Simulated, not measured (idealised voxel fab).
process module | voxel transistor to metal
cross-section cut | 275 nm wide | cells 5 nm
A cross-section is a grid of square cells, given in bands from the top down. A band is one or more rows of cells.
Each band's line starts with the height of the band's top and of its bottom, in nm. Then come its materials from left to right, each with its width in nm. One material with "throughout" fills the band from edge to edge. "air" is empty space.
Height 0 is the level under which the wafer as received is all one material. The lowest band goes on downwards, as in "0 down".
A width such as "30 to 40" changes by the same amount from each row of cells to the next, from the band's top row to its bottom row.
"no change" after a step means that no cell of the cross-section changed.
closed voids: empty space of 8 cells or more with no open way to the top, each as width x height at its distance from the left edge, in nm
after a step's settings: what the simulator itself notes on the step
overlay nm, on a step with a mask: how far to the right of its planned place the mask lay; to the left if negative
plan
1 op RECEIVE | material Si
2 op OXIDIZE | depth nm 5
3 op CONFORMAL_DEP | material SiN | thk nm 15
4 op PATTERN | tone cover | mask id ACTIVE | material resist | width nm 100 | pitch nm 125 | thk nm 15 | overlay nm 0
5 op DIRECTIONAL_ETCH | etch materials SiN | depth nm 15
6 op DIRECTIONAL_ETCH | etch materials SiO2 | depth nm 5
7 op DIRECTIONAL_ETCH | etch materials Si | depth nm 35
8 op STRIP | etch materials resist
9 op FILL_DEP | material SiO2 | thk nm 10
10 op CMP | height nm 15
11 op SELECTIVE_ETCH | etch materials SiO2 | depth nm 10
12 op STRIP | etch materials SiN
13 op SELECTIVE_ETCH | etch materials SiO2 | depth nm 5
14 op OXIDIZE | depth nm 5
15 op DIRECTIONAL_DEP | material polySi | thk nm 30
16 op DIRECTIONAL_DEP | material SiCN | thk nm 10
17 op PATTERN | tone cover | mask id GATE | material resist | width nm 20 | pitch nm 125 | thk nm 15 | overlay nm 0
18 op DIRECTIONAL_ETCH | etch materials SiCN | depth nm 20
19 op DIRECTIONAL_ETCH | etch materials polySi | depth nm 40
20 op STRIP | etch materials resist
21 op CONFORMAL_DEP | material SiO2 | thk nm 5
22 op DIRECTIONAL_ETCH | etch materials SiO2 | depth nm 5
23 op CONFORMAL_DEP | material SiN | thk nm 10
24 op DIRECTIONAL_ETCH | etch materials SiN | depth nm 10
25 op DIRECTIONAL_ETCH | etch materials SiO2 | depth nm 5
26 op EPI | material pSi | thk nm 5
27 op FILL_DEP | material SiO2 | thk nm 5
28 op CMP | height nm 35
29 op DIRECTIONAL_DEP | material SiO2 | thk nm 15
30 op PATTERN | tone open | mask id CONTACT | material resist | width nm 15 | thk nm 20 | overlay nm 0
31 op DIRECTIONAL_ETCH | etch materials SiO2 | depth nm 55
32 op STRIP | etch materials resist
33 op CONFORMAL_DEP | material TiN | thk nm 5
34 op FILL_DEP | material Ru | thk nm 10
35 op CMP | height nm 50
36 op CONFORMAL_DEP | material SiN | thk nm 5
37 op DIRECTIONAL_DEP | material SiO2 | thk nm 15
38 op MASKED_ETCH | tone open | mask id METAL_1 | width nm 15 | etch materials SiO2 | depth nm 15 | overlay nm 0
39 op MASKED_ETCH | tone open | mask id METAL_1 | width nm 15 | etch materials SiN | depth nm 5 | overlay nm 0
40 op CONFORMAL_DEP | material TiN | thk nm 5
41 op FILL_DEP | material Cu | thk nm 10
42 op CMP | height nm 70
43 op EPI | material Ru | thk nm 5
44 op FILL_DEP | material SiCN | thk nm 5
45 op DIRECTIONAL_DEP | material lowk | thk nm 35
46 op DIRECTIONAL_DEP | material aC | thk nm 15
47 op PATTERN | tone open | mask id METAL_2 | material resist | width nm 15 | pitch nm 125 | thk nm 35 | overlay nm 0
48 op DIRECTIONAL_ETCH | etch materials aC | depth nm 15
49 op STRIP | etch materials resist
50 op DIRECTIONAL_ETCH | etch materials lowk | depth nm 20
51 op STRIP | etch materials aC
52 op PATTERN | tone open | mask id METAL_2_HOLES | material resist | width nm 15 | pitch nm 125 | thk nm 15 | overlay nm 0
53 op DIRECTIONAL_ETCH | etch materials lowk | depth nm 15
54 op DIRECTIONAL_ETCH | etch materials SiCN | depth nm 5
55 op STRIP | etch materials resist
56 op CONFORMAL_DEP | material TiN | thk nm 5
57 op FILL_DEP | material Cu | thk nm 5
58 op CMP | height nm 115
59 op CONFORMAL_DEP | material SiN | thk nm 5
as received, after step 1
  0 down: Si throughout
  closed voids: none
a wafer at the end: this start, this plan, one mistake
  120 to 115: SiN throughout
  115 to 80: lowk 30 | TiN 5 | Cu 5 | TiN 5 | lowk 110 | TiN 5 | Cu 5 | TiN 5 | lowk 105
  80 to 75: SiCN 30 | TiN 15 | SiCN 110 | TiN 15 | SiCN 105
  75 to 70: SiCN 25 | Ru 25 | SiCN 50 | Ru 25 | SiCN 25 | Ru 25 | SiCN 50 | Ru 25 | SiCN 25
  70 to 55: SiO2 30 | TiN 5 | Cu 5 | TiN 5 | SiO2 60 | TiN 5 | Cu 5 | TiN 5 | SiO2 35 | TiN 5 | Cu 5 | TiN 5 | SiO2 60 | TiN 5 | Cu 5 | TiN 5 | SiO2 30
  55 to 50: SiN 30 | TiN 15 | SiN 60 | TiN 15 | SiN 35 | TiN 15 | SiN 60 | TiN 15 | SiN 30
  50 to 35: SiO2 30 | TiN 5 | Ru 5 | TiN 5 | SiO2 60 | TiN 5 | Ru 5 | TiN 5 | SiO2 35 | TiN 5 | Ru 5 | TiN 5 | SiO2 60 | TiN 5 | Ru 5 | TiN 5 | SiO2 30
  35 to 25: SiO2 30 | TiN 5 | Ru 5 | TiN 5 | SiO2 5 | SiN 10 | SiO2 5 | SiCN 25 | SiO2 5 | SiN 10 | TiN 5 | Ru 5 | TiN 5 | SiO2 35 | TiN 5 | Ru 5 | TiN 5 | SiO2 5 | SiN 10 | SiO2 5 | SiCN 25 | SiO2 5 | SiN 10 | TiN 5 | Ru 5 | TiN 5 | SiO2 30
  25 to 5: SiO2 30 | TiN 5 | Ru 5 | TiN 5 | SiO2 5 | SiN 10 | SiO2 5 | polySi 25 | SiO2 5 | SiN 10 | TiN 5 | Ru 5 | TiN 5 | SiO2 35 | TiN 5 | Ru 5 | TiN 5 | SiO2 5 | SiN 10 | SiO2 5 | polySi 25 | SiO2 5 | SiN 10 | TiN 5 | Ru 5 | TiN 5 | SiO2 30
  5 to 0: SiO2 30 | TiN 15 | SiO2 5 | SiN 10 | SiO2 5 | polySi 25 | SiO2 5 | SiN 10 | TiN 15 | SiO2 35 | TiN 15 | SiO2 5 | SiN 10 | SiO2 5 | polySi 25 | SiO2 5 | SiN 10 | TiN 15 | SiO2 30
  0 to -5: SiO2 25 | SiN 10 | TiN 10 | SiO2 5 | SiN 10 | SiO2 5 | polySi 25 | SiO2 5 | SiN 10 | TiN 10 | SiN 10 | SiO2 25 | SiN 10 | TiN 10 | SiO2 5 | SiN 10 | SiO2 5 | polySi 25 | SiO2 5 | SiN 10 | TiN 10 | SiN 10 | SiO2 25
  -5 to -10: SiO2 35 | pSi 15 | SiO2 55 | pSi 10 | SiO2 45 | pSi 15 | SiO2 55 | pSi 10 | SiO2 35
  -10 to -40: SiO2 25 | Si 100 | SiO2 25 | Si 100 | SiO2 25
  -40 down: Si throughout
  closed voids: none
what went wrong: step 17 ran as: op PATTERN | tone cover | mask id GATE | material resist | width nm 25 | pitch nm 125 | thk nm 15 | overlay nm 0
